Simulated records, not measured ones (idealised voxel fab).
Process module in this document: voxel transistor to metal
cross-section cut | 190 nm wide | cells 5 nm
Bands, listed from the top down, are how a cross-section gets written in this document; the cross-section itself is a grid of square cells, and a band is one or more rows of them. Each band's line starts with the height of the band's top and of its bottom, in nm. Then come its materials from left to right, each with its width in nm. One material with "edge to edge" fills the band from edge to edge. "blank" is empty space. It should be noted that heights are counted from 0, beneath which the wafer as supplied is of one material throughout, and that the lowest band possesses no lower boundary but continues downward, as written in "0 down". A width given as "30..40" starts at the first number in the band's top row and ends at the second number in its bottom row, shifting by an equal amount at every step from row to row. Key: "no alterations made" - step with no changed cell in the cross-section. "Closed void inventory" lists enclosed empty spaces (at least 8 cells, no open path upward to the top), each as width x height at distance from the left edge, in nm. On a step's line, text after the settings is the simulator commenting on that step. You can add "overlay nm" to a step's line. For a step with a mask, it describes how far the mask lay to the right of its planned position, and a negative number describes a lay to the left.

The planned process steps are enumerated hereunder
1) RECEIVE [material Si]
2) OXIDIZE [depth nm 5]
3) CONFORMAL_DEP [material SiN] [thk nm 10]
4) PATTERN [tone cover] [mask id ACTIVE] [material resist] [width nm 120] [thk nm 20] [overlay nm 0]
5) DIRECTIONAL_ETCH [etch materials SiN] [depth nm 10]
6) DIRECTIONAL_ETCH [etch materials SiO2] [depth nm 5]
7) DIRECTIONAL_ETCH [etch materials Si] [depth nm 20]
8) STRIP [etch materials resist]
9) FILL_DEP [material SiO2] [thk nm 15]
10) CMP [height nm 10]
11) SELECTIVE_ETCH [etch materials SiO2] [depth nm 5]
12) STRIP [etch materials SiN]
13) SELECTIVE_ETCH [etch materials SiO2] [depth nm 5]
14) OXIDIZE [depth nm 5]
15) DIRECTIONAL_DEP [material polySi] [thk nm 20]
16) DIRECTIONAL_DEP [material SiCN] [thk nm 10]
17) DIRECTIONAL_DEP [material aC] [thk nm 15]
18) PATTERN [tone cover] [mask id GATE] [material resist] [width nm 30] [thk nm 30] [overlay nm 0]
19) DIRECTIONAL_ETCH [etch materials aC] [depth nm 15]
20) STRIP [etch materials resist]
21) DIRECTIONAL_ETCH [etch materials SiCN] [depth nm 20]
22) DIRECTIONAL_ETCH [etch materials polySi] [depth nm 30]
23) STRIP [etch materials aC]
24) CONFORMAL_DEP [material SiN] [thk nm 5]
25) DIRECTIONAL_ETCH [etch materials SiN] [depth nm 5]
26) DIRECTIONAL_ETCH [etch materials SiO2] [depth nm 5]
27) DIRECTIONAL_ETCH [etch materials Si] [depth nm 10]
28) EPI [material pSi] [thk nm 10]
29) FILL_DEP [material SiO2] [thk nm 5]
30) CMP [height nm 15]
31) STRIP [etch materials polySi]
32) SELECTIVE_ETCH [etch materials SiO2] [depth nm 5]
33) CONFORMAL_DEP [material HfO2] [thk nm 5]
34) CONFORMAL_DEP [material TiN] [thk nm 5]
35) FILL_DEP [material W] [thk nm 5]
36) CMP [height nm 10]
37) DIRECTIONAL_DEP [material SiO2] [thk nm 10]
38) PATTERN [tone open] [mask id CONTACT] [material resist] [width nm 15] [pitch nm 85] [thk nm 20] [overlay nm 0]
39) DIRECTIONAL_ETCH [etch materials SiO2] [depth nm 30]
40) STRIP [etch materials resist]
41) CONFORMAL_DEP [material TiN] [thk nm 5]
42) FILL_DEP [material W] [thk nm 5]
43) CMP [height nm 20]
44) CONFORMAL_DEP [material SiCN] [thk nm 5]
45) DIRECTIONAL_DEP [material SiO2] [thk nm 15]
46) PATTERN [tone open] [mask id METAL_1] [material resist] [width nm 15] [pitch nm 85] [thk nm 20] [overlay nm 0]
47) DIRECTIONAL_ETCH [etch materials SiO2] [depth nm 15]
48) DIRECTIONAL_ETCH [etch materials SiCN] [depth nm 5]
49) STRIP [etch materials resist]
50) CONFORMAL_DEP [material TiN] [thk nm 5]
51) FILL_DEP [material W] [thk nm 5]
52) CMP [height nm 40]
53) CONFORMAL_DEP [material SiCN] [thk nm 5]
54) DIRECTIONAL_DEP [material lowk] [thk nm 25]
55) DIRECTIONAL_DEP [material aC] [thk nm 15]
56) PATTERN [tone open] [mask id METAL_2] [material resist] [width nm 15] [pitch nm 85] [thk nm 30] [overlay nm 0]
57) DIRECTIONAL_ETCH [etch materials aC] [depth nm 15]
58) STRIP [etch materials resist]
59) DIRECTIONAL_ETCH [etch materials lowk] [depth nm 15]
60) STRIP [etch materials aC]
61) PATTERN [tone open] [mask id METAL_2_HOLES] [material resist] [width nm 15] [pitch nm 85] [thk nm 20] [overlay nm 0]
62) DIRECTIONAL_ETCH [etch materials lowk] [depth nm 10]
63) DIRECTIONAL_ETCH [etch materials SiCN] [depth nm 5]
64) STRIP [etch materials resist]
65) CONFORMAL_DEP [material TiN] [thk nm 5]
66) FILL_DEP [material Cu] [thk nm 10]
67) CMP [height nm 70]
68) CONFORMAL_DEP [material SiN] [thk nm 5]

As-received wafer cross-section (after step 1)
	0 down = Si edge to edge
	Closed void inventory: none

First of two wafers at the end of the module, shown in cross-section; run carried out as planned
	75 to 70 = SiN edge to edge
	70 to 45 = lowk 45, then TiN 5, then Cu 5, then TiN 5, then lowk 70, then TiN 5, then Cu 5, then TiN 5, then lowk 45
	45 to 40 = SiCN 45, then TiN 15, then SiCN 70, then TiN 15, then SiCN 45
	40 to 25 = SiO2 45, then TiN 5, then W 5, then TiN 5, then SiO2 70, then TiN 5, then W 5, then TiN 5, then SiO2 45
	25 to 20 = SiCN 45, then TiN 15, then SiCN 70, then TiN 15, then SiCN 45
	20 to 10 = SiO2 45, then TiN 5, then W 5, then TiN 5, then SiO2 70, then TiN 5, then W 5, then TiN 5, then SiO2 45
	10 to 0 = SiO2 45, then TiN 5, then W 5, then TiN 5, then SiO2 15, then SiN 5, then HfO2 5, then TiN 5, then W 10, then TiN 5, then HfO2 5, then SiN 5, then SiO2 15, then TiN 5, then W 5, then TiN 5, then SiO2 45
	0 to -5 = SiO2 30, then SiN 5, then SiO2 10, then TiN 5, then W 5, then TiN 5, then SiO2 5, then pSi 10, then SiN 5, then HfO2 5, then TiN 20, then HfO2 5, then SiN 5, then pSi 10, then SiO2 5, then TiN 5, then W 5, then TiN 5, then SiO2 10, then SiN 5, then SiO2 30
	-5 to -10 = SiO2 45, then TiN 15, then SiO2 5, then pSi 10, then HfO2 40, then pSi 10, then SiO2 5, then TiN 15, then SiO2 45
	-10 to -20 = SiO2 35, then pSi 40, then Si 40, then pSi 40, then SiO2 35
	-20 to -25 = SiO2 35, then Si 120, then SiO2 35
	-25 down = Si edge to edge
	Closed void inventory: none

End of module, second wafer, cross-section. Started like the first, planned like the first, run with one mistake
	75 to 70 = SiN edge to edge
	70 to 60 = lowk 45, then TiN 5, then Cu 10..5, then TiN 5..10, then lowk 65, then TiN 5, then Cu 10..5, then TiN 5..10, then lowk 40
	60 to 55 = lowk 45, then TiN 15, then lowk 70, then TiN 15, then lowk 45
	55 to 45 = lowk 50, then TiN 10, then lowk 75, then TiN 10, then lowk 45
	45 to 40 = SiCN 50, then TiN 10, then SiCN 75, then TiN 10, then SiCN 45
	40 to 25 = SiO2 45, then TiN 5, then W 5, then TiN 5, then SiO2 70, then TiN 5, then W 5, then TiN 5, then SiO2 45
	25 to 20 = SiCN 45, then TiN 15, then SiCN 70, then TiN 15, then SiCN 45
	20 to 10 = SiO2 45, then TiN 5, then W 5, then TiN 5, then SiO2 70, then TiN 5, then W 5, then TiN 5, then SiO2 45
	10 to 0 = SiO2 45, then TiN 5, then W 5, then TiN 5, then SiO2 15, then SiN 5, then HfO2 5, then TiN 5, then W 10, then TiN 5, then HfO2 5, then SiN 5, then SiO2 15, then TiN 5, then W 5, then TiN 5, then SiO2 45
	0 to -5 = SiO2 30, then SiN 5, then SiO2 10, then TiN 5, then W 5, then TiN 5, then SiO2 5, then pSi 10, then SiN 5, then HfO2 5, then TiN 20, then HfO2 5, then SiN 5, then pSi 10, then SiO2 5, then TiN 5, then W 5, then TiN 5, then SiO2 10, then SiN 5, then SiO2 30
	-5 to -10 = SiO2 45, then TiN 15, then SiO2 5, then pSi 10, then HfO2 40, then pSi 10, then SiO2 5, then TiN 15, then SiO2 45
	-10 to -20 = SiO2 35, then pSi 40, then Si 40, then pSi 40, then SiO2 35
	-20 to -25 = SiO2 35, then Si 120, then SiO2 35
	-25 down = Si edge to edge
	Closed void inventory: none
Misprocessing identified: step 61 ran differently from the plan; actual operation with settings: PATTERN [tone open] [mask id METAL_2_HOLES] [material resist] [width nm 15] [pitch nm 85] [thk nm 20] [overlay nm 5]
Count the cells at the end and the second wafer has more or fewer of some materials than the first: 4 fewer of Cu | 2 more of SiCN | 2 more of TiN
